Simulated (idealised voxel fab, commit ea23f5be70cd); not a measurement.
voxel transistor to metal: a process module
Xsec cut, 290 nm wide, square cell size 5 nm.
Cross-section format: a grid of square cells, given as bands from top to bottom; each band is one or more rows of cells.
What a band's entry tells you: where the top is and where the bottom is, as heights in nm, and after that what lies inside, material by material from left to right, each with its width in nm. Empty space is written as the word "blank", and a single material marked with the word "throughout" occupies the band from edge to edge.
Height reference: 0 = level under which incoming wafer is all one material. Lowest band: no bottom, runs on downward, e.g. "z 0 and below".
Width spec "30->40" -> top row of cells at first value, bottom row at second value, equal per-row change in between.
Any step labelled "remained the same" changed none of the cells in the cross-section.
Voids not open to the top, 8 cells minimum: see "Cavities, closed". Written width x height at distance; distance is from the left edge; nm.
Where a step's line continues beyond its settings, the continuation is a remark by the simulator itself on that step.
For masked steps, "overlay nm" on the step line gives how far right of plan the mask actually lay; a minus sign means it lay to the left.
[Planned process steps]
1. RECEIVE: material Si
2. OXIDIZE: depth nm 5
3. CONFORMAL_DEP: material SiN, thk nm 10
4. PATTERN: tone cover, mask id ACTIVE, material resist, width nm 95, pitch nm 115, thk nm 20, overlay nm 0
5. DIRECTIONAL_ETCH: etch materials SiN, depth nm 10
6. DIRECTIONAL_ETCH: etch materials SiO2, depth nm 5
7. DIRECTIONAL_ETCH: etch materials Si, depth nm 35
8. STRIP: etch materials resist
9. FILL_DEP: material SiO2, thk nm 10
10. CMP: height nm 10
11. SELECTIVE_ETCH: etch materials SiO2, depth nm 10
12. STRIP: etch materials SiN
13. SELECTIVE_ETCH: etch materials SiO2, depth nm 5
14. OXIDIZE: depth nm 5
15. DIRECTIONAL_DEP: material polySi, thk nm 30
16. DIRECTIONAL_DEP: material SiCN, thk nm 10
17. DIRECTIONAL_DEP: material aC, thk nm 15
18. PATTERN: tone cover, mask id GATE, material resist, width nm 15, pitch nm 115, thk nm 35, overlay nm 0
19. DIRECTIONAL_ETCH: etch materials aC, depth nm 15
20. STRIP: etch materials resist
21. DIRECTIONAL_ETCH: etch materials SiCN, depth nm 20
22. DIRECTIONAL_ETCH: etch materials polySi, depth nm 40
23. STRIP: etch materials aC
24. CONFORMAL_DEP: material SiO2, thk nm 5
25. DIRECTIONAL_ETCH: etch materials SiO2, depth nm 5
26. CONFORMAL_DEP: material SiN, thk nm 10
27. DIRECTIONAL_ETCH: etch materials SiN, depth nm 10
28. DIRECTIONAL_ETCH: etch materials SiO2, depth nm 5
29. DIRECTIONAL_ETCH: etch materials Si, depth nm 15
30. EPI: material nSi, thk nm 20
31. FILL_DEP: material SiO2, thk nm 10
32. CMP: height nm 25
33. STRIP: etch materials polySi
34. SELECTIVE_ETCH: etch materials SiO2, depth nm 5
35. CONFORMAL_DEP: material HfO2, thk nm 5
36. CONFORMAL_DEP: material TiN, thk nm 5
37. FILL_DEP: material W, thk nm 5
38. CMP: height nm 20
39. DIRECTIONAL_DEP: material SiO2, thk nm 10
40. PATTERN: tone open, mask id CONTACT, material resist, width nm 15, thk nm 15, overlay nm 0
41. DIRECTIONAL_ETCH: etch materials SiO2, depth nm 20
42. STRIP: etch materials resist
43. CONFORMAL_DEP: material TiN, thk nm 5
44. FILL_DEP: material W, thk nm 5
45. CMP: height nm 30
46. CONFORMAL_DEP: material SiN, thk nm 5
47. DIRECTIONAL_DEP: material lowk, thk nm 20
48. MASKED_ETCH: tone open, mask id METAL_1, width nm 15, etch materials lowk, depth nm 20, overlay nm 0
49. MASKED_ETCH: tone open, mask id METAL_1, width nm 15, etch materials SiN, depth nm 5, overlay nm 0
50. CONFORMAL_DEP: material TiN, thk nm 5
51. FILL_DEP: material Ru, thk nm 10
52. CMP: height nm 55
53. CONFORMAL_DEP: material SiCN, thk nm 5
54. DIRECTIONAL_DEP: material lowk, thk nm 25
55. PATTERN: tone open, mask id METAL_2, material resist, width nm 15, pitch nm 115, thk nm 15, overlay nm 0
56. DIRECTIONAL_ETCH: etch materials lowk, depth nm 15
57. STRIP: etch materials resist
58. DIRECTIONAL_DEP: material aC, thk nm 15
59. PATTERN: tone open, mask id METAL_2_HOLES, material resist, width nm 15, pitch nm 115, thk nm 30, overlay nm 0
60. DIRECTIONAL_ETCH: etch materials aC, depth nm 15
61. STRIP: etch materials resist
62. DIRECTIONAL_ETCH: etch materials lowk, depth nm 10
63. DIRECTIONAL_ETCH: etch materials SiCN, depth nm 5
64. STRIP: etch materials aC
65. CONFORMAL_DEP: material TiN, thk nm 5
66. FILL_DEP: material Ru, thk nm 5
67. CMP: height nm 85
68. CONFORMAL_DEP: material SiCN, thk nm 5
For this document, wafers share an identical start and vary in the step 18 width nm; the plan quotes the first wafer's value.
[Received wafers, first of several: cross-section after step 1]
> z 0 and below: Si throughout
> Cavities, closed: none
[Below: a row per wafer. Contents at end of module: for every material, cells gained since receipt (+) or lost since receipt (-); then closed voids]
width nm 15; +30 HfO2; +26 Ru; -296 Si; +110 SiCN; +86 SiN; +364 SiO2; +128 TiN; +20 W; +444 lowk; +132 nSi; Cavities, closed: none
width nm 20; +32 HfO2; +26 Ru; -290 Si; +110 SiCN; +86 SiN; +354 SiO2; +130 TiN; +28 W; +444 lowk; +124 nSi; Cavities, closed: none
width nm 25; +34 HfO2; +26 Ru; -284 Si; +110 SiCN; +86 SiN; +344 SiO2; +132 TiN; +36 W; +444 lowk; +116 nSi; Cavities, closed: none
width nm 30; +36 HfO2; +26 Ru; -278 Si; +110 SiCN; +86 SiN; +338 SiO2; +134 TiN; +40 W; +444 lowk; +108 nSi; Cavities, closed: none
width nm 35; +38 HfO2; +26 Ru; -272 Si; +110 SiCN; +86 SiN; +332 SiO2; +136 TiN; +44 W; +444 lowk; +100 nSi; Cavities, closed: none
width nm 40; +40 HfO2; +26 Ru; -266 Si; +110 SiCN; +86 SiN; +324 SiO2; +134 TiN; +52 W; +444 lowk; +94 nSi; Cavities, closed: none
